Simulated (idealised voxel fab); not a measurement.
The document below concerns the process module designated voxel wiring stack.
This is section cut - it's 150 nm across, gridded in 5 nm square cells.
A cross-section in this document is a grid of square cells, and it is written down as bands, the top band listed before the ones below it; a band is made up of one or more rows of cells. Per band: top height and bottom height in nm, followed by the left-to-right materials and their widths in nm; "all across" marks a single material spanning edge to edge, "empty" marks empty space. Height datum 0, below which the as-received substrate wafer is one material. Lowest band open at the bottom, running downward: "from 0 down". Quick explanation for "30->40": the width changes in equal steps down the rows of cells, from the first number in the band's top row to the second number in its bottom row. What does "no alteration" mean for a step? It means no cell of the cross-section changed in that step. "Completely sealed voids" specifies each empty space that is not open to the top and that occupies no fewer than 8 cells, using the form width x height at distance, the distance measured from the left edge and all three quantities in nm. Whatever follows a step's settings on its line is a remark the simulator itself makes about that step. "overlay nm" denotes, for a step that has a mask, the displacement of the mask to the right of its planned place, with negative values corresponding to the left.

-- Below is the list of planned process steps
| 1 | RECEIVE,material Si |
| 2 | CONFORMAL_DEP,material SiO2,thk nm 15 |
| 3 | DIRECTIONAL_DEP,material TiN,thk nm 5 |
| 4 | DIRECTIONAL_DEP,material Ru,thk nm 15 |
| 5 | MASKED_ETCH,tone cover,mask id METAL_1,width nm 25,pitch nm 45,etch materials Ru,depth nm 15,overlay nm 0 |
| 6 | MASKED_ETCH,tone cover,mask id METAL_1,width nm 25,pitch nm 45,etch materials TiN,depth nm 5,overlay nm 0 |
| 7 | CONFORMAL_DEP,material SiN,thk nm 5 |
| 8 | FILL_DEP,material lowk,thk nm 5 |
| 9 | CMP,height nm 35 |
| 10 | CONFORMAL_DEP,material SiCN,thk nm 5 |
| 11 | DIRECTIONAL_DEP,material SiO2,thk nm 15 |
| 12 | MASKED_ETCH,tone open,mask id PLUG_1,width nm 15,pitch nm 90,etch materials SiO2,depth nm 15,overlay nm 0 |
| 13 | MASKED_ETCH,tone open,mask id PLUG_1,width nm 15,pitch nm 90,etch materials SiCN,depth nm 5,overlay nm 0 |
| 14 | CONFORMAL_DEP,material TiN,thk nm 5 |
| 15 | FILL_DEP,material Cu,thk nm 10 |
| 16 | CMP,height nm 55 |
| 17 | CONFORMAL_DEP,material SiCN,thk nm 5 |
| 18 | DIRECTIONAL_DEP,material lowk,thk nm 15 |
| 19 | DIRECTIONAL_DEP,material aC,thk nm 15 |
| 20 | PATTERN,tone open,mask id METAL_2,material resist,width nm 25,pitch nm 45,thk nm 30,overlay nm 0 |
| 21 | DIRECTIONAL_ETCH,etch materials aC,depth nm 15 |
| 22 | STRIP,etch materials resist |
| 23 | DIRECTIONAL_ETCH,etch materials lowk,depth nm 15 |
| 24 | DIRECTIONAL_ETCH,etch materials SiCN,depth nm 5 |
| 25 | STRIP,etch materials aC |
| 26 | CONFORMAL_DEP,material TiN,thk nm 5 |
| 27 | FILL_DEP,material Ru,thk nm 10 |
| 28 | CMP,height nm 75 |
| 29 | CONFORMAL_DEP,material SiCN,thk nm 5 |
| 30 | DIRECTIONAL_DEP,material SiO2,thk nm 35 |
| 31 | MASKED_ETCH,tone open,mask id METAL_3_HOLES,width nm 15,pitch nm 45,etch materials SiO2,depth nm 35,overlay nm 0 |
| 32 | PATTERN,tone open,mask id METAL_3,material resist,width nm 25,pitch nm 45,thk nm 15,overlay nm 0 |
| 33 | DIRECTIONAL_ETCH,etch materials SiO2,depth nm 20 |
| 34 | DIRECTIONAL_ETCH,etch materials SiCN,depth nm 5 |
| 35 | STRIP,etch materials resist |
| 36 | CONFORMAL_DEP,material TiN,thk nm 5 |
| 37 | FILL_DEP,material Cu,thk nm 5 |
| 38 | CMP,height nm 115 |
| 39 | CONFORMAL_DEP,material SiN,thk nm 5 |
The value of overlay nm given for step 12 in the plan refers to the first wafer; the wafers vary in this setting and are alike at the start.

-- Cross-section of the first of several received wafers, showing its state after step 1
* from 0 down  Si all across
* Completely sealed voids: none

-- Here's the first of several wafers in cross-section, end of the module, after the last step, step 39
* from 120 to 115  SiN all across
* from 115 to 100  SiO2: 15, TiN: 5, Cu: 15, TiN: 5, SiO2: 20, TiN: 5, Cu: 15, TiN: 5, SiO2: 20, TiN: 5, Cu: 15, TiN: 5, SiO2: 20
* from 100 to 95  SiO2: 15, TiN: 5, Cu: 5, TiN: 15, SiO2: 20, TiN: 5, Cu: 5, TiN: 15, SiO2: 20, TiN: 5, Cu: 5, TiN: 15, SiO2: 20
* from 95 to 80  SiO2: 15, TiN: 5, Cu: 5, TiN: 5, SiO2: 30, TiN: 5, Cu: 5, TiN: 5, SiO2: 30, TiN: 5, Cu: 5, TiN: 5, SiO2: 30
* from 80 to 75  SiCN: 15, TiN: 15, SiCN: 30, TiN: 15, SiCN: 30, TiN: 15, SiCN: 30
* from 75 to 60  lowk: 15, TiN: 5, Ru: 15, TiN: 5, lowk: 20, TiN: 5, Ru: 15, TiN: 5, lowk: 20, TiN: 5, Ru: 15, TiN: 5, lowk: 20
* from 60 to 55  SiCN: 15, TiN: 25, SiCN: 20, TiN: 25, SiCN: 20, TiN: 25, SiCN: 20
* from 55 to 40  SiO2: 15, TiN: 5, Cu: 5, TiN: 5, SiO2: 75, TiN: 5, Cu: 5, TiN: 5, SiO2: 30
* from 40 to 35  SiCN: 15, TiN: 15, SiCN: 75, TiN: 15, SiCN: 30
* from 35 to 20  lowk: 10, SiN: 5, Ru: 25, SiN: 5, lowk: 10, SiN: 5, Ru: 25, SiN: 5, lowk: 10, SiN: 5, Ru: 25, SiN: 5, lowk: 15
* from 20 to 15  SiN: 15, TiN: 25, SiN: 20, TiN: 25, SiN: 20, TiN: 25, SiN: 20
* from 15 to 0  SiO2 all across
* from 0 down  Si all across
* Completely sealed voids: none

-- Module end, final wafer: cross-section
* from 120 to 115  SiN all across
* from 115 to 100  SiO2: 15, TiN: 5, Cu: 15, TiN: 5, SiO2: 20, TiN: 5, Cu: 15, TiN: 5, SiO2: 20, TiN: 5, Cu: 15, TiN: 5, SiO2: 20
* from 100 to 95  SiO2: 15, TiN: 5, Cu: 5, TiN: 15, SiO2: 20, TiN: 5, Cu: 5, TiN: 15, SiO2: 20, TiN: 5, Cu: 5, TiN: 15, SiO2: 20
* from 95 to 80  SiO2: 15, TiN: 5, Cu: 5, TiN: 5, SiO2: 30, TiN: 5, Cu: 5, TiN: 5, SiO2: 30, TiN: 5, Cu: 5, TiN: 5, SiO2: 30
* from 80 to 75  SiCN: 15, TiN: 15, SiCN: 30, TiN: 15, SiCN: 30, TiN: 15, SiCN: 30
* from 75 to 60  lowk: 15, TiN: 5, Ru: 15, TiN: 5, lowk: 20, TiN: 5, Ru: 15, TiN: 5, lowk: 20, TiN: 5, Ru: 15, TiN: 5, lowk: 20
* from 60 to 55  SiCN: 15, TiN: 25, SiCN: 20, TiN: 25, SiCN: 20, TiN: 25, SiCN: 20
* from 55 to 45  SiO2: 30, TiN: 5, Cu: 5, TiN: 5, SiO2: 75, TiN: 5, Cu: 5, TiN: 5, SiO2: 15
* from 45 to 40  SiO2: 30, TiN: 15, SiO2: 75, TiN: 15, SiO2: 15
* from 40 to 35  SiCN all across
* from 35 to 20  lowk: 10, SiN: 5, Ru: 25, SiN: 5, lowk: 10, SiN: 5, Ru: 25, SiN: 5, lowk: 10, SiN: 5, Ru: 25, SiN: 5, lowk: 15
* from 20 to 15  SiN: 15, TiN: 25, SiN: 20, TiN: 25, SiN: 20, TiN: 25, SiN: 20
* from 15 to 0  SiO2 all across
* from 0 down  Si all across
* Completely sealed voids: none

-- Below: a row per wafer. Contents at end of module: for every material, cells gained since receipt (+) or lost since receipt (-); then closed voids
overlay nm 0; +45 Cu; +72 Ru; +60 SiCN; +63 SiN; +285 SiO2; +123 TiN; +72 lowk; Completely sealed voids: none
overlay nm 5; +43 Cu; +72 Ru; +62 SiCN; +63 SiN; +285 SiO2; +123 TiN; +72 lowk; Completely sealed voids: none
overlay nm 10; +43 Cu; +72 Ru; +64 SiCN; +63 SiN; +285 SiO2; +121 TiN; +72 lowk; Completely sealed voids: none
overlay nm 15; +43 Cu; +72 Ru; +66 SiCN; +63 SiN; +285 SiO2; +119 TiN; +72 lowk; Completely sealed voids: none
